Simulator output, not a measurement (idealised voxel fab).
The process module presented herein is designated voxel ribs on slabs.
This is section cut - it's 160 nm across, gridded in 5 nm square cells.
A cross-section in this document is a grid of square cells, and it is written down as bands, the top band listed before the ones below it; a band is made up of one or more rows of cells.
Read a band's entry like this: the first values are the height of its top and the height of its bottom in nm, and what follows is the sequence of materials from left to right, each with its width in nm. Note that "empty" is empty space, and that a single material marked "everywhere" reaches across the band from edge to edge.
Heights are reckoned from 0. Under this level, the received wafer is all of one material. The bottommost band is open-ended downward, for example "0..down".
The expression "30->40" gives the width at the extremes of the band, the first number at its top row of cells and the second at its bottom row, with the width changing by equal amounts from each row to the next in between.
It should be understood that the words "all unchanged", when stated for a given step, signify that the cross-section underwent no change in any of its cells during that step.
The entry titled "Enclosed void catalog" provides the empty spaces that have no open way to the top, restricted to those of 8 cells or more. Each is presented as width x height at distance, the distance being measured from the left edge, with all three in nm.
What comes after the settings on a step's line is commentary from the simulator itself on that step.
overlay nm: step with mask; distance mask lay right of planned place; negative value = left of planned place.

**These are the steps we planned for the process**
1 op RECEIVE | material Si
2 op DIRECTIONAL_DEP | material SiO2 | thk nm 20
3 op DIRECTIONAL_DEP | material polySi | thk nm 20
4 op MASKED_ETCH | tone cover | mask id RIB | width nm 20 | etch materials polySi | depth nm 5 | overlay nm 0
5 op PATTERN | tone cover | mask id SLAB | material resist | width nm 80 | thk nm 20 | overlay nm 0
6 op DIRECTIONAL_ETCH | etch materials polySi | depth nm 15
7 op STRIP | etch materials resist
8 op FILL_DEP | material SiO2 | thk nm 20
9 op CMP | height nm 55
10 op DIRECTIONAL_DEP | material W | thk nm 10
11 op MASKED_ETCH | tone cover | mask id HEATER | width nm 40 | etch materials W | depth nm 10 | overlay nm 0
12 op CONFORMAL_DEP | material SiN | thk nm 5
What sets these wafers apart? The width nm at step 4. They all start alike, and the plan carries the first wafer's value.

**Cut through the first of several wafers as received, post step 1**
    0..down = Si everywhere
    Enclosed void catalog: none

**Every row in this table is a wafer at the end of the module, and it gives, for each of the materials, the cells that wafer has gained (+) or lost (-) since it was received, then its closed voids**
width nm 20; +36 SiN; +300 SiO2; +16 W; +52 polySi; Enclosed void catalog: none
width nm 25; +36 SiN; +299 SiO2; +16 W; +53 polySi; Enclosed void catalog: none
width nm 30; +36 SiN; +298 SiO2; +16 W; +54 polySi; Enclosed void catalog: none
width nm 35; +36 SiN; +297 SiO2; +16 W; +55 polySi; Enclosed void catalog: none
width nm 40; +36 SiN; +296 SiO2; +16 W; +56 polySi; Enclosed void catalog: none
width nm 45; +36 SiN; +295 SiO2; +16 W; +57 polySi; Enclosed void catalog: none
